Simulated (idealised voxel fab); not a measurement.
process module | voxel transistor to metal
The cross-section on display is named cut; it measures 295 nm wide, and its cells are 5 nm squares.
When this document writes out a cross-section, it uses a grid of square cells and lists it as bands, beginning at the top and moving down, with a band standing for one or more rows of cells.
In this notation a band is specified by the heights of its top and bottom, in that order and in nm, after which its materials appear from left to right, each paired with its width in nm. The word "full width" attached to a single material means that material fills the band from edge to edge; the word "empty" stands for empty space.
Where do heights start? At 0: under that level the wafer as delivered is made of one material only. And the lowest band has no floor; it just carries on downward, as in "0..down".
Quick explanation for "30 to 40": the width changes in equal steps down the rows of cells, from the first number in the band's top row to the second number in its bottom row.
Where the words "nothing changed" appear for a step, the cross-section shows no cell changed by that step; every cell remained as before.
In the "Fully sealed cavities" entry, you get each enclosed empty space of 8 cells or more, one with no open way to the top, written width x height at distance, distance from the left edge, in nm.
Text after the settings on a step's line: the simulator's own remark on that step.
Each step line may optionally specify "overlay nm", which for a step with a mask gives the rightward distance between the mask's planned place and where it lay, a negative value indicating the leftward direction.
Read each pair as before and after one process step. The after cross-section shows only down to the lowest band that changed. The step between them and its settings are given below the pair. Pairs can come from different runs of this module on the same starting wafer. A pair continues from the pair above only where its "Pre-step cross-section" entry says so.

### Pre-step cross-section
  35..25 | SiO2 full width
  25..5 | 45 SiO2 | 10 SiN | 5 HfO2 | 5 TiN | 15 W | 5 TiN | 5 HfO2 | 10 SiN | 90 SiO2 | 10 SiN | 5 HfO2 | 5 TiN | 15 W | 5 TiN | 5 HfO2 | 10 SiN | 50 SiO2
  5..0 | 45 SiO2 | 10 SiN | 5 HfO2 | 25 TiN | 5 HfO2 | 10 SiN | 90 SiO2 | 10 SiN | 5 HfO2 | 25 TiN | 5 HfO2 | 10 SiN | 50 SiO2
  0..-5 | 15 pSi | 35 SiO2 | 45 HfO2 | 35 SiO2 | 30 pSi | 35 SiO2 | 45 HfO2 | 35 SiO2 | 20 pSi
  -5..-25 | 10 Si | 125 SiO2 | 20 Si | 125 SiO2 | 15 Si
  -25..down | Si full width
  Fully sealed cavities: none

### Post-Step Cross-Section
  35..25 | 25 SiO2 | 15 empty | 65 SiO2 | 15 empty | 50 SiO2 | 15 empty | 65 SiO2 | 15 empty | 30 SiO2
  25..5 | 25 SiO2 | 15 empty | 5 SiO2 | 10 SiN | 5 HfO2 | 5 TiN | 15 W | 5 TiN | 5 HfO2 | 10 SiN | 5 SiO2 | 15 empty | 50 SiO2 | 15 empty | 5 SiO2 | 10 SiN | 5 HfO2 | 5 TiN | 15 W | 5 TiN | 5 HfO2 | 10 SiN | 5 SiO2 | 15 empty | 30 SiO2
  5..0 | 25 SiO2 | 15 empty | 5 SiO2 | 10 SiN | 5 HfO2 | 25 TiN | 5 HfO2 | 10 SiN | 5 SiO2 | 15 empty | 50 SiO2 | 15 empty | 5 SiO2 | 10 SiN | 5 HfO2 | 25 TiN | 5 HfO2 | 10 SiN | 5 SiO2 | 15 empty | 30 SiO2
  All layers under 0 are left as they were.
  Fully sealed cavities: none
Here is the step that sits between the two cross-sections above: MASKED_ETCH with tone open, mask id CONTACT, width nm 15, etch materials SiO2, depth nm 35, overlay nm 0

Pre-step cross-section: no separate figure, the pair right above already shows it after its step.

### Post-Step Cross-Section
  40..35 | 30 TiN | 5 empty | 75 TiN | 5 empty | 60 TiN | 5 empty | 75 TiN | 5 empty | 35 TiN
  35..25 | 25 SiO2 | 5 TiN | 5 empty | 5 TiN | 65 SiO2 | 5 TiN | 5 empty | 5 TiN | 50 SiO2 | 5 TiN | 5 empty | 5 TiN | 65 SiO2 | 5 TiN | 5 empty | 5 TiN | 30 SiO2
  25..5 | 25 SiO2 | 5 TiN | 5 empty | 5 TiN | 5 SiO2 | 10 SiN | 5 HfO2 | 5 TiN | 15 W | 5 TiN | 5 HfO2 | 10 SiN | 5 SiO2 | 5 TiN | 5 empty | 5 TiN | 50 SiO2 | 5 TiN | 5 empty | 5 TiN | 5 SiO2 | 10 SiN | 5 HfO2 | 5 TiN | 15 W | 5 TiN | 5 HfO2 | 10 SiN | 5 SiO2 | 5 TiN | 5 empty | 5 TiN | 30 SiO2
  5..0 | 25 SiO2 | 15 TiN | 5 SiO2 | 10 SiN | 5 HfO2 | 25 TiN | 5 HfO2 | 10 SiN | 5 SiO2 | 15 TiN | 50 SiO2 | 15 TiN | 5 SiO2 | 10 SiN | 5 HfO2 | 25 TiN | 5 HfO2 | 10 SiN | 5 SiO2 | 15 TiN | 30 SiO2
  All layers under 0 are left as they were.
  Fully sealed cavities: none
Here is the step that sits between the two cross-sections above: CONFORMAL_DEP with material TiN, thk nm 5

Pre-step cross-section: no separate figure, the pair right above already shows it after its step.

### Post-Step Cross-Section
  45..40 | Ru full width
  40..35 | 30 TiN | 5 Ru | 75 TiN | 5 Ru | 60 TiN | 5 Ru | 75 TiN | 5 Ru | 35 TiN
  35..25 | 25 SiO2 | 5 TiN | 5 Ru | 5 TiN | 65 SiO2 | 5 TiN | 5 Ru | 5 TiN | 50 SiO2 | 5 TiN | 5 Ru | 5 TiN | 65 SiO2 | 5 TiN | 5 Ru | 5 TiN | 30 SiO2
  25..5 | 25 SiO2 | 5 TiN | 5 Ru | 5 TiN | 5 SiO2 | 10 SiN | 5 HfO2 | 5 TiN | 15 W | 5 TiN | 5 HfO2 | 10 SiN | 5 SiO2 | 5 TiN | 5 Ru | 5 TiN | 50 SiO2 | 5 TiN | 5 Ru | 5 TiN | 5 SiO2 | 10 SiN | 5 HfO2 | 5 TiN | 15 W | 5 TiN | 5 HfO2 | 10 SiN | 5 SiO2 | 5 TiN | 5 Ru | 5 TiN | 30 SiO2
  All layers under 5 are left as they were.
  Fully sealed cavities: none
Here is the step that sits between the two cross-sections above: FILL_DEP with material Ru, thk nm 5

Pre-step cross-section: no separate figure, the pair right above already shows it after its step.

### Post-Step Cross-Section
  35..25 | 25 SiO2 | 5 TiN | 5 Ru | 5 TiN | 65 SiO2 | 5 TiN | 5 Ru | 5 TiN | 50 SiO2 | 5 TiN | 5 Ru | 5 TiN | 65 SiO2 | 5 TiN | 5 Ru | 5 TiN | 30 SiO2
  All layers under 25 are left as they were.
  Fully sealed cavities: none
Here is the step that sits between the two cross-sections above: CMP with height nm 35

Pre-step cross-section: no separate figure, the pair right above already shows it after its step.

### Post-Step Cross-Section
  40..35 | TiN full width
  All layers under 35 are left as they were.
  Fully sealed cavities: none
Here is the step that sits between the two cross-sections above: DIRECTIONAL_DEP with material TiN, thk nm 5

Pre-step cross-section: no separate figure, the pair right above already shows it after its step.

### Post-Step Cross-Section
  55..40 | Ru full width
  All layers under 40 are left as they were.
  Fully sealed cavities: none
Here is the step that sits between the two cross-sections above: DIRECTIONAL_DEP with material Ru, thk nm 15

Pre-step cross-section: no separate figure, the pair right above already shows it after its step.

### Post-Step Cross-Section
  70..55 | aC full width
  All layers under 55 are left as they were.
  Fully sealed cavities: none
Here is the step that sits between the two cross-sections above: DIRECTIONAL_DEP with material aC, thk nm 15

Pre-step cross-section: no separate figure, the pair right above already shows it after its step.

### Post-Step Cross-Section
  100..70 | 25 empty | 15 resist | 65 empty | 15 resist | 50 empty | 15 resist | 65 empty | 15 resist | 30 empty
  All layers under 70 are left as they were.
  Fully sealed cavities: none
Here is the step that sits between the two cross-sections above: PATTERN with tone cover, mask id METAL_1, material resist, width nm 15, thk nm 30, overlay nm 0

Pre-step cross-section: no separate figure, the pair right above already shows it after its step.

### Post-Step Cross-Section
  85..70 | 25 empty | 15 resist | 65 empty | 15 resist | 50 empty | 15 resist | 65 empty | 15 resist | 30 empty
  70..55 | 25 empty | 15 aC | 65 empty | 15 aC | 50 empty | 15 aC | 65 empty | 15 aC | 30 empty
  All layers under 55 are left as they were.
  Fully sealed cavities: none
Here is the step that sits between the two cross-sections above: DIRECTIONAL_ETCH with etch materials aC, depth nm 15

Pre-step cross-section: no separate figure, the pair right above already shows it after its step.

### Post-Step Cross-Section
  70..55 | 25 empty | 15 aC | 65 empty | 15 aC | 50 empty | 15 aC | 65 empty | 15 aC | 30 empty
  All layers under 55 are left as they were.
  Fully sealed cavities: none
Here is the step that sits between the two cross-sections above: STRIP with etch materials resist

Pre-step cross-section: no separate figure, the pair right above already shows it after its step.

### Post-Step Cross-Section
  70..55 | 25 empty | 15 aC | 65 empty | 15 aC | 50 empty | 15 aC | 65 empty | 15 aC | 30 empty
  55..40 | 25 empty | 15 Ru | 65 empty | 15 Ru | 50 empty | 15 Ru | 65 empty | 15 Ru | 30 empty
  All layers under 40 are left as they were.
  Fully sealed cavities: none
Here is the step that sits between the two cross-sections above: DIRECTIONAL_ETCH with etch materials Ru, depth nm 15

Pre-step cross-section: no separate figure, the pair right above already shows it after its step.

### Post-Step Cross-Section
  70..55 | 25 empty | 15 aC | 65 empty | 15 aC | 50 empty | 15 aC | 65 empty | 15 aC | 30 empty
  55..40 | 25 empty | 15 Ru | 65 empty | 15 Ru | 50 empty | 15 Ru | 65 empty | 15 Ru | 30 empty
  40..35 | 25 empty | 15 TiN | 65 empty | 15 TiN | 50 empty | 15 TiN | 65 empty | 15 TiN | 30 empty
  All layers under 35 are left as they were.
  Fully sealed cavities: none
Here is the step that sits between the two cross-sections above: DIRECTIONAL_ETCH with etch materials TiN, depth nm 5

Pre-step cross-section: no separate figure, the pair right above already shows it after its step.

### Post-Step Cross-Section
  55..40 | 25 empty | 15 Ru | 65 empty | 15 Ru | 50 empty | 15 Ru | 65 empty | 15 Ru | 30 empty
  All layers under 40 are left as they were.
  Fully sealed cavities: none
Here is the step that sits between the two cross-sections above: STRIP with etch materials aC

Pre-step cross-section: no separate figure, the pair right above already shows it after its step.

### Post-Step Cross-Section
  60..55 | 20 empty | 25 SiN | 55 empty | 25 SiN | 40 empty | 25 SiN | 55 empty | 25 SiN | 25 empty
  55..40 | 20 empty | 5 SiN | 15 Ru | 5 SiN | 55 empty | 5 SiN | 15 Ru | 5 SiN | 40 empty | 5 SiN | 15 Ru | 5 SiN | 55 empty | 5 SiN | 15 Ru | 5 SiN | 25 empty
  40..35 | 25 SiN | 15 TiN | 65 SiN | 15 TiN | 50 SiN | 15 TiN | 65 SiN | 15 TiN | 30 SiN
  All layers under 35 are left as they were.
  Fully sealed cavities: none
Here is the step that sits between the two cross-sections above: CONFORMAL_DEP with material SiN, thk nm 5

Pre-step cross-section: no separate figure, the pair right above already shows it after its step.

### Post-Step Cross-Section
  65..60 | lowk full width
  60..55 | 20 lowk | 25 SiN | 55 lowk | 25 SiN | 40 lowk | 25 SiN | 55 lowk | 25 SiN | 25 lowk
  55..40 | 20 lowk | 5 SiN | 15 Ru | 5 SiN | 55 lowk | 5 SiN | 15 Ru | 5 SiN | 40 lowk | 5 SiN | 15 Ru | 5 SiN | 55 lowk | 5 SiN | 15 Ru | 5 SiN | 25 lowk
  All layers under 40 are left as they were.
  Fully sealed cavities: none
Here is the step that sits between the two cross-sections above: FILL_DEP with material lowk, thk nm 5

Pre-step cross-section: no separate figure, the pair right above already shows it after its step.

### Post-Step Cross-Section
  55..40 | 20 lowk | 5 SiN | 15 Ru | 5 SiN | 55 lowk | 5 SiN | 15 Ru | 5 SiN | 40 lowk | 5 SiN | 15 Ru | 5 SiN | 55 lowk | 5 SiN | 15 Ru | 5 SiN | 25 lowk
  All layers under 40 are left as they were.
  Fully sealed cavities: none
Here is the step that sits between the two cross-sections above: CMP with height nm 55

Pre-step cross-section: no separate figure, the pair right above already shows it after its step.

### Post-Step Cross-Section
  60..55 | SiN full width
  All layers under 55 are left as they were.
  Fully sealed cavities: none
Here is the step that sits between the two cross-sections above: CONFORMAL_DEP with material SiN, thk nm 5
